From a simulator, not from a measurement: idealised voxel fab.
A process module follows: voxel gate over fins.
Xsec cut, 210 nm wide, square cell size 5 nm.
Each cross-section below is a grid of square cells, stated as bands in top-down order, with one or more rows of cells making up each band. Heads up on the band format: heights come first, top then bottom, in nm. After that it's the materials left to right, each with its width in nm. A single material flagged "all across" fills the whole band edge to edge, and "air" means there's empty space there. Counting heights begins at 0, where everything beneath is, in the wafer as received, one material. The lowest band has no bottom; it goes on downwards, as "0 down" shows. A two-number width, for instance "30 to 40", indicates that the width is equal to the first number in the top row of the band and to the second number in the bottom row, and that it changes by a constant amount per row of cells. "same as before" means the step left every cell of the cross-section as it was. Empty spaces counting at least 8 cells and having no open way to the top are listed in "Non-vented voids". The notation width x height at distance is used for each, the distance being from the left edge and all three values in nm. That trailing text on a step's line, after the settings, is the simulator's own remark on the step. overlay nm: right-of-plan distance of the mask on a masked step; negative values mean left-of-plan.

## Steps in the process plan
1. RECEIVE | material Si
2. CONFORMAL_DEP | material SiN | thk nm 10
3. DIRECTIONAL_DEP | material aC | thk nm 15
4. PATTERN | tone cover | mask id FINS | material resist | width nm 15 | pitch nm 50 | thk nm 30 | overlay nm 0
5. DIRECTIONAL_ETCH | etch materials aC | depth nm 15
6. STRIP | etch materials resist
7. DIRECTIONAL_ETCH | etch materials SiN | depth nm 10
8. DIRECTIONAL_ETCH | etch materials Si | depth nm 35
9. STRIP | etch materials aC
10. FILL_DEP | material SiO2 | thk nm 10
11. CMP | height nm 10
12. MASKED_ETCH | tone open | mask id RAIL | width nm 15 | etch materials SiO2 | depth nm 40 | overlay nm 0
13. CONFORMAL_DEP | material TiN | thk nm 5
14. FILL_DEP | material W | thk nm 5
15. CMP | height nm 10
16. SELECTIVE_ETCH | etch materials W Ru TiN | depth nm 25
17. FILL_DEP | material SiO2 | thk nm 5
18. CMP | height nm 10
19. SELECTIVE_ETCH | etch materials SiO2 | depth nm 20
20. STRIP | etch materials SiN
21. CONFORMAL_DEP | material HfO2 | thk nm 5
22. CONFORMAL_DEP | material TiN | thk nm 5
23. CONFORMAL_DEP | material TiAl | thk nm 5
24. CONFORMAL_DEP | material TiN | thk nm 5
25. FILL_DEP | material W | thk nm 15
26. CMP | height nm 30
27. CONFORMAL_DEP | material SiN | thk nm 5

## The cross-section here shows the wafer as received, i.e. in its state after step 1
0 down  Si all across
Non-vented voids: none

## Cross-section at module end, one run error; start and plan unchanged from above
35 to 30  SiN all across
30 to 20  W all across
20 to 15  TiN all across
15 to 10  TiAl all across
10 to 5  TiN all across
5 to 0  50 HfO2 / 5 TiN / 45 HfO2 / 5 TiN / 45 HfO2 / 5 TiN / 55 HfO2
0 to -5  45 Si / 5 HfO2 / 5 TiN / 5 HfO2 / 35 Si / 5 HfO2 / 5 TiN / 5 HfO2 / 35 Si / 5 HfO2 / 5 TiN / 5 HfO2 / 50 Si
-5 to -10  45 Si / 15 HfO2 / 35 Si / 15 HfO2 / 35 Si / 15 HfO2 / 50 Si
-10 to -35  45 Si / 15 SiO2 / 35 Si / 15 SiO2 / 35 Si / 15 SiO2 / 50 Si
-35 down  Si all across
Non-vented voids: none
What broke from the plan during processing? step 4 changed vs plan, executed as PATTERN | tone open | mask id FINS | material resist | width nm 15 | pitch nm 50 | thk nm 30 | overlay nm 0
